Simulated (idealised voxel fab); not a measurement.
Process module, titled voxel tone inversion
We display cut, a cross-section 270 nm in width whose square cells are each 5 nm.
Cross-section format: a grid of square cells, given as bands from top to bottom; each band is one or more rows of cells. Quick guide to a band line: top height, bottom height (nm) up front; then every material left to right with its width in nm. Only one material and it's marked "edge to edge"? Then it fills the band edge to edge. And "empty" just means empty space. The reference from which all heights are counted is 0, the level beneath which the as-received wafer is entirely one material; the lowest band, having no lower bound, proceeds downward and is written after the example "0 and below". When a width is written as two numbers, as in "30..40", the first number is the width in the top row of cells of the band and the second is the width in its bottom row, and the width changes by the same amount from each row to the next. A step reported as "remained the same" is a step in which no cell of the cross-section changed. "Unvented voids" enumerates empty spaces isolated from the top, with no open way to it, that contain at least 8 cells, giving each as width x height at distance from the left edge, all three in nm. Text after the settings on a step's line: the simulator's own remark on that step. The optional step-line setting "overlay nm" applies to steps with a mask and quantifies how far to the right of its planned location the mask lay, a negative value indicating leftward placement.
The process steps that were planned are listed below:
1. RECEIVE with material Si
2. CONFORMAL_DEP with material SiN, thk nm 10
3. DIRECTIONAL_DEP with material polySi, thk nm 15
4. PATTERN with tone cover, mask id POSTS, material resist, width nm 20, pitch nm 40, thk nm 25, overlay nm -15
5. DIRECTIONAL_ETCH with etch materials polySi, depth nm 15
6. STRIP with etch materials resist
7. FILL_DEP with material lowk, thk nm 5
8. CMP with height nm 25
9. STRIP with etch materials polySi
10. CONFORMAL_DEP with material TiN, thk nm 5
11. FILL_DEP with material Ru, thk nm 10
12. CMP with height nm 25
13. CONFORMAL_DEP with material SiCN, thk nm 5
Be aware that, although all wafers share a common starting state, the overlay nm at step 4 differs among them, and the plan displays the first wafer's value.
As-received state after step 1, first of several wafers, cross-section:
> 0 and below = Si edge to edge
> Unvented voids: none
For your reference, the table is organized with a row per wafer; each row reflects the wafer at the end of the module, indicating for each material the cells gained (+) or lost (-) since receipt, and thereafter its closed voids:
overlay nm -15, +12 Ru, +54 SiCN, +108 SiN, +24 TiN, +126 lowk, Unvented voids: none
overlay nm -10, +12 Ru, +54 SiCN, +108 SiN, +24 TiN, +126 lowk, Unvented voids: none
overlay nm -5, +12 Ru, +54 SiCN, +108 SiN, +24 TiN, +126 lowk, Unvented voids: none
overlay nm 0, +12 Ru, +54 SiCN, +108 SiN, +24 TiN, +126 lowk, Unvented voids: none
overlay nm 5, +12 Ru, +54 SiCN, +108 SiN, +24 TiN, +126 lowk, Unvented voids: none
overlay nm 10, +12 Ru, +54 SiCN, +108 SiN, +24 TiN, +126 lowk, Unvented voids: none
overlay nm 15, +12 Ru, +54 SiCN, +108 SiN, +24 TiN, +126 lowk, Unvented voids: none
